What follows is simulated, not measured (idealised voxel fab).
The document below concerns the process module designated voxel ribs on slabs.
This is section cut - it's 175 nm across, gridded in 5 nm square cells.
We lay out every cross-section as a grid of square cells and spell it out in bands from the top down, where one band means one or more rows of cells.
Within each band entry, the heights of the top and of the bottom of the band appear first, in that order and in nm; the materials of the band then follow from left to right, each with its corresponding width in nm. The designation "edge to edge" on a single material indicates that it fills the band from edge to edge; the designation "blank" indicates empty space.
The level at which height equals 0 is the one under which the wafer, as it arrives, is entirely one material. No lower edge exists for the bottom band, which continues downward and is notated as in "0 -> down".
Quick explanation for "30..40": the width changes in equal steps down the rows of cells, from the first number in the band's top row to the second number in its bottom row.
Where a step carries "nothing changed", the cross-section came out of it unchanged, cell for cell.
What "Closed cavity list" gives you is every empty space of 8 cells or more that is cut off from the top. Each appears as width x height at distance, with the distance taken from the left edge and width, height and distance all in nm.
Past the settings on a step's line: simulator remark, on that step.
A step's line can hold "overlay nm"; with a mask on that step, the setting says how far right of the planned place the mask lay, while a negative setting says it lay to the left.
**Steps planned for the process**
step 1: op RECEIVE | material Si
step 2: op DIRECTIONAL_DEP | material SiO2 | thk nm 25
step 3: op DIRECTIONAL_DEP | material polySi | thk nm 15
step 4: op DIRECTIONAL_DEP | material aC | thk nm 10
step 5: op PATTERN | tone cover | mask id RIB | material resist | width nm 20 | thk nm 25 | overlay nm 0
step 6: op DIRECTIONAL_ETCH | etch materials aC | depth nm 10
step 7: op STRIP | etch materials resist
step 8: op DIRECTIONAL_ETCH | etch materials polySi | depth nm 10
step 9: op STRIP | etch materials aC
step 10: op PATTERN | tone cover | mask id SLAB | material resist | width nm 70 | thk nm 15 | overlay nm 0
step 11: op DIRECTIONAL_ETCH | etch materials polySi | depth nm 5
step 12: op STRIP | etch materials resist
step 13: op FILL_DEP | material SiO2 | thk nm 25
step 14: op CMP | height nm 60
step 15: op DIRECTIONAL_DEP | material TiN | thk nm 10
step 16: op DIRECTIONAL_DEP | material aC | thk nm 15
step 17: op PATTERN | tone cover | mask id HEATER | material resist | width nm 30 | thk nm 35 | overlay nm 0
step 18: op DIRECTIONAL_ETCH | etch materials aC | depth nm 15
step 19: op STRIP | etch materials resist
step 20: op DIRECTIONAL_ETCH | etch materials TiN | depth nm 10
step 21: op STRIP | etch materials aC
step 22: op CONFORMAL_DEP | material SiO2 | thk nm 5
**Cross-sectional view of the wafer in its as-received condition, corresponding to the state after step 1**
0 -> down | Si edge to edge
Closed cavity list: none
**What the wafer looks like in cross-section after this module, when it starts as shown above and follows the plan above but one mistake is made in running it**
75 -> 70 | blank 65 nm / SiO2 45 nm / blank 65 nm
70 -> 65 | blank 65 nm / SiO2 5 nm / TiN 35 nm / SiO2 5 nm / blank 65 nm
65 -> 60 | SiO2 70 nm / TiN 35 nm / SiO2 70 nm
60 -> 40 | SiO2 edge to edge
40 -> 30 | SiO2 75 nm / polySi 20 nm / SiO2 80 nm
30 -> 25 | SiO2 50 nm / polySi 70 nm / SiO2 55 nm
25 -> 0 | SiO2 edge to edge
0 -> down | Si edge to edge
Closed cavity list: none
The plan and the run diverged here: off-plan run, step 17, actual operation and settings op PATTERN | tone cover | mask id HEATER | material resist | width nm 35 | thk nm 35 | overlay nm 0
